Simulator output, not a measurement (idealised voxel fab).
Process module under the name voxel wiring stack
FYI the section here is cut, 235 nm wide, cells are 5 nm squares.
Reading order for cross-sections: top band down to bottom band. Underlying form: a grid of square cells. Band size: one or more rows of cells.
This entry defines a band. It first specifies the height of the band's top and the height of its bottom in nm, and then specifies the band's materials from left to right, stating each material with its width in nm. The word "throughout" identifies a single material that fills the band from edge to edge, while the word "air" identifies empty space.
The level at which height equals 0 is the one under which the wafer, as it arrives, is entirely one material. No lower edge exists for the bottom band, which continues downward and is notated as in "from 0 down".
A width such as "30..40" changes by the same amount from each row of cells to the next, from the band's top row to its bottom row.
Basically "no change" means that step didn't change any cell in the cross-section.
"Tabulated closed voids" lists enclosed empty spaces (at least 8 cells, no open path upward to the top), each as width x height at distance from the left edge, in nm.
Note: text after step settings on the step line = simulator remark on that step.
overlay nm: mask right of planned place by this much (step with mask). Neg. = left.

[Steps in the process plan]
1) RECEIVE: material Si
2) CONFORMAL_DEP: material SiO2, thk nm 15
3) DIRECTIONAL_DEP: material TiN, thk nm 5
4) DIRECTIONAL_DEP: material Ru, thk nm 25
5) MASKED_ETCH: tone cover, mask id METAL_1, width nm 20, pitch nm 45, etch materials Ru, depth nm 25, overlay nm 0
6) MASKED_ETCH: tone cover, mask id METAL_1, width nm 20, pitch nm 45, etch materials TiN, depth nm 5, overlay nm 0
7) FILL_DEP: material SiO2, thk nm 10
8) CMP: height nm 45
9) CONFORMAL_DEP: material SiCN, thk nm 5
10) DIRECTIONAL_DEP: material lowk, thk nm 10
11) DIRECTIONAL_DEP: material aC, thk nm 15
12) PATTERN: tone open, mask id PLUG_1, material resist, width nm 15, pitch nm 90, thk nm 35, overlay nm 0
13) DIRECTIONAL_ETCH: etch materials aC, depth nm 15
14) STRIP: etch materials resist
15) DIRECTIONAL_ETCH: etch materials lowk, depth nm 10
16) DIRECTIONAL_ETCH: etch materials SiCN, depth nm 5
17) STRIP: etch materials aC
18) CONFORMAL_DEP: material TiN, thk nm 5
19) FILL_DEP: material Cu, thk nm 10
20) CMP: height nm 60
21) DIRECTIONAL_DEP: material TiN, thk nm 5
22) DIRECTIONAL_DEP: material W, thk nm 15
23) MASKED_ETCH: tone cover, mask id METAL_2, width nm 20, pitch nm 45, etch materials W, depth nm 15, overlay nm 0
24) MASKED_ETCH: tone cover, mask id METAL_2, width nm 20, pitch nm 45, etch materials TiN, depth nm 5, overlay nm 0
25) CONFORMAL_DEP: material SiCN, thk nm 5
26) FILL_DEP: material lowk, thk nm 10
27) CMP: height nm 80
28) CONFORMAL_DEP: material SiN, thk nm 5

[So this is the incoming wafer in cross-section - it's already been through step 1]
	from 0 down | Si throughout
	Tabulated closed voids: none

[Here's the wafer cut in cross-section after the module, started and planned just like above, except one thing was done wrong in the run]
	from 85 to 80 | SiN throughout
	from 80 to 65 | lowk 35 nm / SiCN 5 nm / W 20 nm / SiCN 5 nm / lowk 15 nm / SiCN 5 nm / W 20 nm / SiCN 5 nm / lowk 15 nm / SiCN 5 nm / W 20 nm / SiCN 5 nm / lowk 15 nm / SiCN 5 nm / W 20 nm / SiCN 5 nm / lowk 35 nm
	from 65 to 60 | SiCN 40 nm / TiN 20 nm / SiCN 25 nm / TiN 20 nm / SiCN 25 nm / TiN 20 nm / SiCN 25 nm / TiN 20 nm / SiCN 40 nm
	from 60 to 50 | lowk 40 nm / TiN 5 nm / Cu 5 nm / TiN 5 nm / lowk 75 nm / TiN 5 nm / Cu 5 nm / TiN 5 nm / lowk 90 nm
	from 50 to 45 | SiCN 40 nm / TiN 15 nm / SiCN 75 nm / TiN 15 nm / SiCN 90 nm
	from 45 to 20 | SiO2 35 nm / Ru 20 nm / SiO2 25 nm / Ru 20 nm / SiO2 25 nm / Ru 20 nm / SiO2 25 nm / Ru 20 nm / SiO2 45 nm
	from 20 to 15 | SiO2 35 nm / TiN 25 nm / SiO2 20 nm / TiN 25 nm / SiO2 20 nm / TiN 25 nm / SiO2 20 nm / TiN 25 nm / SiO2 40 nm
	from 15 to 0 | SiO2 throughout
	from 0 down | Si throughout
	Tabulated closed voids: none
Which mistake was made when the wafer was run? it should be noted that step 5 was executed with settings other than those planned, the operation and settings actually applied being MASKED_ETCH: tone cover, mask id METAL_1, width nm 20, pitch nm 45, etch materials Ru, depth nm 25, overlay nm -5
